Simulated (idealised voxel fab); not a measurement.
process module | voxel wiring stack
cross-section cut | 215 nm wide | cells 5 nm
A cross-section is a grid of square cells, given in bands from the top down. A band is one or more rows of cells.
Each band's line starts with the height of the band's top and of its bottom, in nm. Then come its materials from left to right, each with its width in nm. One material with "throughout" fills the band from edge to edge. "air" is empty space.
Height 0 is the level under which the wafer as received is all one material. The lowest band goes on downwards, as in "0 down".
A width such as "30 to 40" changes by the same amount from each row of cells to the next, from the band's top row to its bottom row.
"no change" after a step means that no cell of the cross-section changed.
closed voids: empty space of 8 cells or more with no open way to the top, each as width x height at its distance from the left edge, in nm
after a step's settings: what the simulator itself notes on the step
overlay nm, on a step with a mask: how far to the right of its planned place the mask lay; to the left if negative
plan
1 op RECEIVE | material Si
2 op CONFORMAL_DEP | material SiO2 | thk nm 15
3 op DIRECTIONAL_DEP | material TiN | thk nm 5
4 op DIRECTIONAL_DEP | material W | thk nm 25
5 op MASKED_ETCH | tone cover | mask id METAL_1 | width nm 25 | pitch nm 50 | etch materials W | depth nm 25 | overlay nm 0
6 op MASKED_ETCH | tone cover | mask id METAL_1 | width nm 25 | pitch nm 50 | etch materials TiN | depth nm 5 | overlay nm 0
7 op CONFORMAL_DEP | material SiCN | thk nm 5
8 op FILL_DEP | material lowk | thk nm 10
9 op CMP | height nm 45
10 op CONFORMAL_DEP | material SiCN | thk nm 5
11 op DIRECTIONAL_DEP | material lowk | thk nm 10
12 op DIRECTIONAL_DEP | material aC | thk nm 15
13 op PATTERN | tone open | mask id PLUG_1 | material resist | width nm 15 | pitch nm 50 | thk nm 35 | overlay nm 0
14 op DIRECTIONAL_ETCH | etch materials aC | depth nm 15
15 op STRIP | etch materials resist
16 op DIRECTIONAL_ETCH | etch materials lowk | depth nm 10
17 op DIRECTIONAL_ETCH | etch materials SiCN | depth nm 5
18 op STRIP | etch materials aC
19 op CONFORMAL_DEP | material TiN | thk nm 5
20 op FILL_DEP | material W | thk nm 5
21 op CMP | height nm 60
22 op DIRECTIONAL_DEP | material TiN | thk nm 5
23 op DIRECTIONAL_DEP | material W | thk nm 15
24 op MASKED_ETCH | tone cover | mask id METAL_2 | width nm 25 | pitch nm 50 | etch materials W | depth nm 15 | overlay nm 0
25 op MASKED_ETCH | tone cover | mask id METAL_2 | width nm 25 | pitch nm 50 | etch materials TiN | depth nm 5 | overlay nm 0
26 op CONFORMAL_DEP | material SiN | thk nm 5
27 op FILL_DEP | material SiO2 | thk nm 5
28 op CMP | height nm 80
29 op CONFORMAL_DEP | material SiCN | thk nm 5
30 op DIRECTIONAL_DEP | material SiO2 | thk nm 25
31 op DIRECTIONAL_DEP | material aC | thk nm 15
32 op PATTERN | tone open | mask id METAL_3 | material resist | width nm 25 | pitch nm 50 | thk nm 30 | overlay nm 0
33 op DIRECTIONAL_ETCH | etch materials aC | depth nm 15
34 op STRIP | etch materials resist
35 op DIRECTIONAL_ETCH | etch materials SiO2 | depth nm 15
36 op STRIP | etch materials aC
37 op PATTERN | tone open | mask id METAL_3_HOLES | material resist | width nm 15 | thk nm 20 | overlay nm -15
38 op DIRECTIONAL_ETCH | etch materials SiO2 | depth nm 10
39 op DIRECTIONAL_ETCH | etch materials SiCN | depth nm 5
40 op STRIP | etch materials resist
41 op CONFORMAL_DEP | material TiN | thk nm 5
42 op FILL_DEP | material Ru | thk nm 10
43 op CMP | height nm 110
44 op CONFORMAL_DEP | material SiN | thk nm 5
varied across the wafers: overlay nm of step 37. The plan shows the first wafer's value. All wafers start alike
first wafer as received, after step 1
  0 down: Si throughout
  closed voids: none
first wafer at the end, after step 44
  115 to 110: SiN throughout
  110 to 100: SiO2 55 | TiN 5 to 20 | Ru 30 to 15 | TiN 5 | SiO2 25 | TiN 5 | Ru 15 | TiN 5 | SiO2 70
  100 to 95: SiO2 70 | TiN 25 | SiO2 25 | TiN 25 | SiO2 70
  95 to 85: SiO2 throughout
  85 to 80: SiCN throughout
  80 to 65: SiO2 65 | SiN 5 | W 25 | SiN 5 | SiO2 15 | SiN 5 | W 25 | SiN 5 | SiO2 65
  65 to 60: SiN 70 | TiN 25 | SiN 25 | TiN 25 | SiN 70
  60 to 50: lowk 70 | TiN 5 | W 5 | TiN 5 | lowk 35 | TiN 5 | W 5 | TiN 5 | lowk 80
  50 to 45: SiCN 70 | TiN 15 | SiCN 35 | TiN 15 | SiCN 80
  45 to 20: lowk 65 | SiCN 5 | W 25 | SiCN 5 | lowk 15 | SiCN 5 | W 25 | SiCN 5 | lowk 65
  20 to 15: SiCN 70 | TiN 25 | SiCN 25 | TiN 25 | SiCN 70
  15 to 0: SiO2 throughout
  0 down: Si throughout
  closed voids: none
last wafer at the end
  115 to 110: SiN throughout
  110 to 100: SiO2 70 | TiN 5 | Ru 20 to 15 | TiN 5 to 10 | SiO2 20 | TiN 5 | Ru 15 | TiN 5 | SiO2 70
  100 to 95: SiO2 70 | TiN 25 | SiO2 25 | TiN 25 | SiO2 70
  95 to 85: SiO2 85 | TiN 10 | SiO2 120
  85 to 80: SiCN 85 | TiN 10 | SiCN 120
  80 to 65: SiO2 65 | SiN 5 | W 25 | SiN 5 | SiO2 15 | SiN 5 | W 25 | SiN 5 | SiO2 65
  65 to 60: SiN 70 | TiN 25 | SiN 25 | TiN 25 | SiN 70
  60 to 50: lowk 70 | TiN 5 | W 5 | TiN 5 | lowk 35 | TiN 5 | W 5 | TiN 5 | lowk 80
  50 to 45: SiCN 70 | TiN 15 | SiCN 35 | TiN 15 | SiCN 80
  45 to 20: lowk 65 | SiCN 5 | W 25 | SiCN 5 | lowk 15 | SiCN 5 | W 25 | SiCN 5 | lowk 65
  20 to 15: SiCN 70 | TiN 25 | SiCN 25 | TiN 25 | SiCN 70
  15 to 0: SiO2 throughout
  0 down: Si throughout
  closed voids: none
each wafer at the end: cells of each material gained (+) or lost (-) since it was received, then its closed voids
overlay nm -15 | +15 Ru | +133 SiCN | +88 SiN | +395 SiO2 | +55 TiN | +84 W | +219 lowk | closed voids: none
overlay nm -10 | +14 Ru | +132 SiCN | +88 SiN | +395 SiO2 | +57 TiN | +84 W | +219 lowk | closed voids: none
overlay nm -5 | +13 Ru | +131 SiCN | +88 SiN | +395 SiO2 | +59 TiN | +84 W | +219 lowk | closed voids: none
overlay nm 0 | +15 Ru | +130 SiCN | +88 SiN | +395 SiO2 | +58 TiN | +84 W | +219 lowk | closed voids: none
overlay nm 5 | +15 Ru | +130 SiCN | +88 SiN | +395 SiO2 | +58 TiN | +84 W | +219 lowk | closed voids: none
overlay nm 10 | +15 Ru | +130 SiCN | +88 SiN | +395 SiO2 | +58 TiN | +84 W | +219 lowk | closed voids: none
overlay nm 15 | +13 Ru | +131 SiCN | +88 SiN | +395 SiO2 | +59 TiN | +84 W | +219 lowk | closed voids: none
